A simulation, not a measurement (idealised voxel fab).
Module name: voxel self aligned contacts (process module)
Section shown: cut. Width: 240 nm. Cell size: 5 nm, square.
Cross-sections here: square-cell grids, written as top-down lists of bands, a band being one or more rows of cells.
This entry defines a band. It first specifies the height of the band's top and the height of its bottom in nm, and then specifies the band's materials from left to right, stating each material with its width in nm. The word "everywhere" identifies a single material that fills the band from edge to edge, while the word "blank" identifies empty space.
Heights are expressed relative to 0, this being the level below which the as-received wafer comprises one material exclusively. The lowest band is unbounded in the downward direction and is denoted as in "from 0 down".
So if you see something like "30..40" for the width, read it as the top row of the band sitting at the first number and the bottom row at the second, with every row in between moving by the same amount as the last.
Reading "no alterations made" for a step: not a cell of the cross-section changed in it.
If an empty space has no open way to the top and is at least 8 cells in size, "Closed void list" lists it, written width x height at distance, where distance is measured from the left edge and every value is in nm.
Whatever follows a step's settings on its line is a remark the simulator itself makes about that step.
overlay nm: step with mask; distance mask lay right of planned place; negative value = left of planned place.

The process steps that were planned are listed below
- 1: op RECEIVE | material Si
- 2: op CONFORMAL_DEP | material SiO2 | thk nm 5
- 3: op DIRECTIONAL_DEP | material polySi | thk nm 25
- 4: op DIRECTIONAL_DEP | material SiN | thk nm 20
- 5: op DIRECTIONAL_DEP | material aC | thk nm 10
- 6: op PATTERN | tone cover | mask id GATE | material resist | width nm 35 | pitch nm 75 | thk nm 25 | overlay nm 0
- 7: op DIRECTIONAL_ETCH | etch materials aC | depth nm 10
- 8: op STRIP | etch materials resist
- 9: op DIRECTIONAL_ETCH | etch materials SiN | depth nm 20
- 10: op DIRECTIONAL_ETCH | etch materials polySi | depth nm 25
- 11: op STRIP | etch materials aC
- 12: op CONFORMAL_DEP | material SiN | thk nm 10
- 13: op DIRECTIONAL_ETCH | etch materials SiN | depth nm 10
- 14: op FILL_DEP | material SiO2 | thk nm 10
- 15: op CMP | height nm 55
- 16: op MASKED_ETCH | tone open | mask id CONTACT | width nm 60 | etch materials SiO2 | depth nm 55 | overlay nm 0
- 17: op CONFORMAL_DEP | material TiN | thk nm 5
- 18: op FILL_DEP | material W | thk nm 5
- 19: op CMP | height nm 55
- 20: op CONFORMAL_DEP | material SiCN | thk nm 5

Step 1 complete: cross-section of the wafer as received
from 0 down: Si everywhere
Closed void list: none

Wafer cross-section at module end: first of two, run to plan
from 60 to 55: SiCN everywhere
from 55 to 50: SiO2: 90 / TiN: 25 / W: 10 / TiN: 25 / SiO2: 90
from 50 to 30: SiO2: 55 / SiN: 55 / TiN: 5 / W: 10 / TiN: 5 / SiN: 55 / SiO2: 55
from 30 to 5: SiO2: 55 / SiN: 10 / polySi: 35 / SiN: 10 / TiN: 5 / W: 10 / TiN: 5 / SiN: 10 / polySi: 35 / SiN: 10 / SiO2: 55
from 5 to 0: SiO2: 110 / TiN: 20 / SiO2: 110
from 0 down: Si everywhere
Closed void list: none

Wafer two, end of module, cross-section. Same start, same plan as wafer one. One mistake in the run
from 60 to 55: SiCN everywhere
from 55 to 50: SiO2: 90 / TiN: 25 / W: 10 / TiN: 25 / SiO2: 90
from 50 to 30: SiO2: 55 / SiN: 10 / polySi: 35 / SiN: 10 / TiN: 5 / W: 10 / TiN: 5 / SiN: 10 / polySi: 35 / SiN: 10 / SiO2: 55
from 30 to 25: SiO2: 55 / SiN: 10 / polySi: 35 / SiN: 10 / TiN: 20 / SiN: 10 / polySi: 35 / SiN: 10 / SiO2: 55
from 25 to 5: SiN everywhere
from 5 to 0: SiO2 everywhere
from 0 down: Si everywhere
Closed void list: none
Which mistake was made when the wafer was run? steps 3 and 4 swapped
Per the end-of-run cell counts, the second wafer holds more or fewer of some materials than the first: SiN +104, SiO2 -84, TiN -10, W -10
